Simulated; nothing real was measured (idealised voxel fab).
This is a process module. Its name is voxel self aligned vias.
For reference, the cross-section in this document is cut, with width 160 nm and square cells of 5 nm.
This document writes a cross-section as a grid whose cells are square, and gives it as bands, listed from the top down; one or more rows of cells form a band.
It is stipulated that each band's entry specify, in nanometres, the height of the top of the band and then that of its bottom, followed by the materials of the band in left-to-right sequence, each together with its width in nanometres. A single material marked by the word "throughout" is understood to fill the band from edge to edge; the word "blank" is understood to denote empty space.
Heights are reckoned from 0. Under this level, the received wafer is all of one material. The bottommost band is open-ended downward, for example "0 down".
When a width is written as two numbers, as in "30..40", the first number is the width in the top row of cells of the band and the second is the width in its bottom row, and the width changes by the same amount from each row to the next.
"stayed the same" -> step changed no cross-section cell.
Reported under the label "Enclosed voids" are the empty spaces having no open way to the top and comprising 8 cells or more; the notation for each is width x height at distance, in which the distance is measured from the left edge and all three values are in nm.
On a step's line, text after the settings is the simulator commenting on that step.
overlay nm, on a step with a mask: how far to the right of its planned place the mask lay; to the left if negative
### plan
- 1: op RECEIVE | material Si
- 2: op CONFORMAL_DEP | material SiO2 | thk nm 10
- 3: op CONFORMAL_DEP | material SiCN | thk nm 5
- 4: op DIRECTIONAL_DEP | material lowk | thk nm 25
- 5: op DIRECTIONAL_DEP | material aC | thk nm 15
- 6: op PATTERN | tone open | mask id LINES | material resist | width nm 15 | pitch nm 55 | thk nm 30 | overlay nm 0
- 7: op DIRECTIONAL_ETCH | etch materials aC | depth nm 15
- 8: op STRIP | etch materials resist
- 9: op DIRECTIONAL_ETCH | etch materials lowk | depth nm 25
- 10: op STRIP | etch materials aC
- 11: op CONFORMAL_DEP | material TiN | thk nm 5
- 12: op FILL_DEP | material Ru | thk nm 5
- 13: op CMP | height nm 40
- 14: op SELECTIVE_ETCH | etch materials W Ru TiN | depth nm 5
- 15: op FILL_DEP | material SiN | thk nm 10
- 16: op CMP | height nm 40
- 17: op DIRECTIONAL_DEP | material lowk | thk nm 15
- 18: op PATTERN | tone open | mask id VIAS | material resist | width nm 35 | pitch nm 55 | thk nm 15 | overlay nm 0
- 19: op DIRECTIONAL_ETCH | etch materials lowk | depth nm 15
- 20: op DIRECTIONAL_ETCH | etch materials SiN | depth nm 5
- 21: op STRIP | etch materials resist
- 22: op CONFORMAL_DEP | material TiN | thk nm 5
- 23: op FILL_DEP | material W | thk nm 10
- 24: op CMP | height nm 55
- 25: op CONFORMAL_DEP | material SiN | thk nm 5
The width nm used in step 6 is not the same on every wafer, whereas the starting condition is; the value printed in the plan is the first wafer's.
### The first of several wafers in cross-section, exactly as it reached us after step 1
  0 down  Si throughout
  Enclosed voids: none
### Last step of the module is step 25; after it, the first of several wafers in cross-section
  60 to 55  SiN throughout
  55 to 45  35 of lowk, then 5 of TiN, then 25 of W, then 5 of TiN, then 20 of lowk, then 5 of TiN, then 25 of W, then 5 of TiN, then 35 of lowk
  45 to 40  35 of lowk, then 15 of TiN, then 5 of W, then 15 of TiN, then 20 of lowk, then 15 of TiN, then 5 of W, then 15 of TiN, then 35 of lowk
  40 to 35  45 of lowk, then 15 of TiN, then 40 of lowk, then 15 of TiN, then 45 of lowk
  35 to 20  45 of lowk, then 5 of TiN, then 5 of Ru, then 5 of TiN, then 40 of lowk, then 5 of TiN, then 5 of Ru, then 5 of TiN, then 45 of lowk
  20 to 15  45 of lowk, then 15 of TiN, then 40 of lowk, then 15 of TiN, then 45 of lowk
  15 to 10  SiCN throughout
  10 to 0  SiO2 throughout
  0 down  Si throughout
  Enclosed voids: none
### Cross-section, last wafer, module completion
  60 to 55  SiN throughout
  55 to 40  35 of lowk, then 5 of TiN, then 25 of W, then 5 of TiN, then 20 of lowk, then 5 of TiN, then 25 of W, then 5 of TiN, then 35 of lowk
  40 to 35  35 of lowk, then 35 of TiN, then 5 of SiN, then 15 of lowk, then 35 of TiN, then 5 of SiN, then 30 of lowk
  35 to 20  35 of lowk, then 5 of TiN, then 30 of Ru, then 5 of TiN, then 15 of lowk, then 5 of TiN, then 30 of Ru, then 5 of TiN, then 30 of lowk
  20 to 15  35 of lowk, then 40 of TiN, then 15 of lowk, then 40 of TiN, then 30 of lowk
  15 to 10  SiCN throughout
  10 to 0  SiO2 throughout
  0 down  Si throughout
  Enclosed voids: none
### Row per wafer, end-of-module: cell gain (+)/loss (-) by material since the wafer came in, then closed voids
width nm 15 | +6 Ru | +32 SiCN | +32 SiN | +64 SiO2 | +44 TiN | +22 W | +184 lowk | Enclosed voids: none
width nm 20 | +12 Ru | +32 SiCN | +32 SiN | +64 SiO2 | +46 TiN | +24 W | +174 lowk | Enclosed voids: none
width nm 25 | +18 Ru | +32 SiCN | +32 SiN | +64 SiO2 | +48 TiN | +26 W | +164 lowk | Enclosed voids: none
width nm 30 | +24 Ru | +32 SiCN | +32 SiN | +64 SiO2 | +50 TiN | +28 W | +154 lowk | Enclosed voids: none
width nm 35 | +30 Ru | +32 SiCN | +32 SiN | +64 SiO2 | +52 TiN | +30 W | +144 lowk | Enclosed voids: none
width nm 40 | +36 Ru | +32 SiCN | +34 SiN | +64 SiO2 | +54 TiN | +30 W | +134 lowk | Enclosed voids: none
